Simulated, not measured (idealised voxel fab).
This is a process module. Its name is voxel self aligned contacts.
FYI the section here is cut, 170 nm wide, cells are 5 nm squares.
This document writes a cross-section as a grid whose cells are square, and gives it as bands, listed from the top down; one or more rows of cells form a band. Heights first: top, then bottom, in nm. Then materials, left to right, each with a width in nm. "throughout" on a single material: fills the band edge to edge. "empty": empty space. Counting heights begins at 0, where everything beneath is, in the wafer as received, one material. The lowest band has no bottom; it goes on downwards, as "0 and below" shows. Top row gets the first number, bottom row gets the second, and each row in between changes by the same step: that is how a band width like "30->40" works. "stayed the same" for a step: no cell of the cross-section changed in that step. Voids not open to the top, 8 cells minimum: see "Fully sealed cavities". Written width x height at distance; distance is from the left edge; nm. Anything after a step's settings on that line? It's the simulator's own note about the step. If you see "overlay nm" on a step's line and that step has a mask, it's telling you how far right of where it was planned the mask ended up; a negative number means it went left instead.
-- Planned step list for the process
1. RECEIVE: material Si
2. CONFORMAL_DEP: material SiO2, thk nm 5
3. DIRECTIONAL_DEP: material polySi, thk nm 25
4. DIRECTIONAL_DEP: material SiN, thk nm 20
5. PATTERN: tone cover, mask id GATE, material resist, width nm 35, pitch nm 70, thk nm 15, overlay nm 0
6. DIRECTIONAL_ETCH: etch materials SiN, depth nm 20
7. DIRECTIONAL_ETCH: etch materials polySi, depth nm 25
8. STRIP: etch materials resist
9. CONFORMAL_DEP: material SiN, thk nm 10
10. DIRECTIONAL_ETCH: etch materials SiN, depth nm 10
11. FILL_DEP: material SiO2, thk nm 20
12. CMP: height nm 60
13. PATTERN: tone open, mask id CONTACT, material resist, width nm 55, thk nm 15, overlay nm 0
14. DIRECTIONAL_ETCH: etch materials SiO2, depth nm 60
15. STRIP: etch materials resist
16. CONFORMAL_DEP: material TiN, thk nm 5
17. FILL_DEP: material Ru, thk nm 10
18. CMP: height nm 60
19. CONFORMAL_DEP: material SiCN, thk nm 5
-- Cross-section of the wafer at receipt, which is the condition after step 1
0 and below: Si throughout
Fully sealed cavities: none
-- Figure: cross-sectional view of the wafer upon completion of the module, processed from the initial state and according to the plan depicted above, with one error introduced during execution
65 down to 60: SiCN throughout
60 down to 50: 50->15 nm Ru, then 5->40 nm TiN, then 55 nm SiO2, then 5->40 nm TiN, then 55->20 nm Ru
50 down to 30: 15 nm Ru, then 5 nm TiN, then 55 nm SiN, then 15 nm SiO2, then 55 nm SiN, then 5 nm TiN, then 20 nm Ru
30 down to 5: 15 nm Ru, then 5 nm TiN, then 10 nm SiN, then 35 nm polySi, then 10 nm SiN, then 15 nm SiO2, then 10 nm SiN, then 35 nm polySi, then 10 nm SiN, then 5 nm TiN, then 20 nm Ru
5 down to 0: 20 nm TiN, then 125 nm SiO2, then 25 nm TiN
0 and below: Si throughout
Fully sealed cavities: none
Misprocessing identified: step 13: run off-plan, actual operation and settings PATTERN: tone cover, mask id CONTACT, material resist, width nm 55, thk nm 15, overlay nm 0
